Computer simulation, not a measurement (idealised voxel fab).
A process module follows: voxel plated lines.
The cross-section on display is named cut; it measures 295 nm wide, and its cells are 5 nm squares.
This document writes a cross-section as a grid whose cells are square, and gives it as bands, listed from the top down; one or more rows of cells form a band.
Read a band's entry like this: the first values are the height of its top and the height of its bottom in nm, and what follows is the sequence of materials from left to right, each with its width in nm. Note that "air" is empty space, and that a single material marked "full width" reaches across the band from edge to edge.
Ref level 0: as-received wafer is one material below here. Bottom band extends down with no lower bound ("0 -> down").
Width "30->40": first value at the band's top row of cells, second value at its bottom row, equal change from row to row.
The cross-section has no changed cell in any step marked "nothing was modified".
Reported under the label "Voids lacking openings" are the empty spaces having no open way to the top and comprising 8 cells or more; the notation for each is width x height at distance, in which the distance is measured from the left edge and all three values are in nm.
Heads up: the bit after the settings on a step's line is the simulator's remark on that step.
overlay nm: where the mask lay relative to plan, measured to the right, on steps with a mask; negatives go left.

-- So here's the lineup of process steps we planned
- 1: RECEIVE with material Si
- 2: CONFORMAL_DEP with material Al2O3, thk nm 10
- 3: DIRECTIONAL_DEP with material TiN, thk nm 5
- 4: PATTERN with tone open, mask id LINES, material resist, width nm 30, pitch nm 60, thk nm 20, overlay nm 0
- 5: EPI with material Ru, thk nm 10
- 6: STRIP with etch materials resist
- 7: DIRECTIONAL_ETCH with etch materials TiN, depth nm 5
- 8: CONFORMAL_DEP with material SiN, thk nm 10

-- Cross-section of the wafer as it came to us, i.e., already through step 1
    0 -> down: Si full width
    Voids lacking openings: none

-- One mistake in running the module, otherwise start and plan as above: cross-section at the end
    35 -> 20: air (60) / Ru (50) / air (10) / Ru (50) / air (10) / Ru (50) / air (65)
    20 -> 15: Ru full width
    15 -> 10: Ru (70) / TiN (30) / Ru (30) / TiN (30) / Ru (30) / TiN (30) / Ru (75)
    10 -> 0: Al2O3 full width
    0 -> down: Si full width
    Voids lacking openings: none
Heads up, the wafer didn't run the way we planned it: step 8 did not happen as planned, as run it was CONFORMAL_DEP with material Ru, thk nm 10
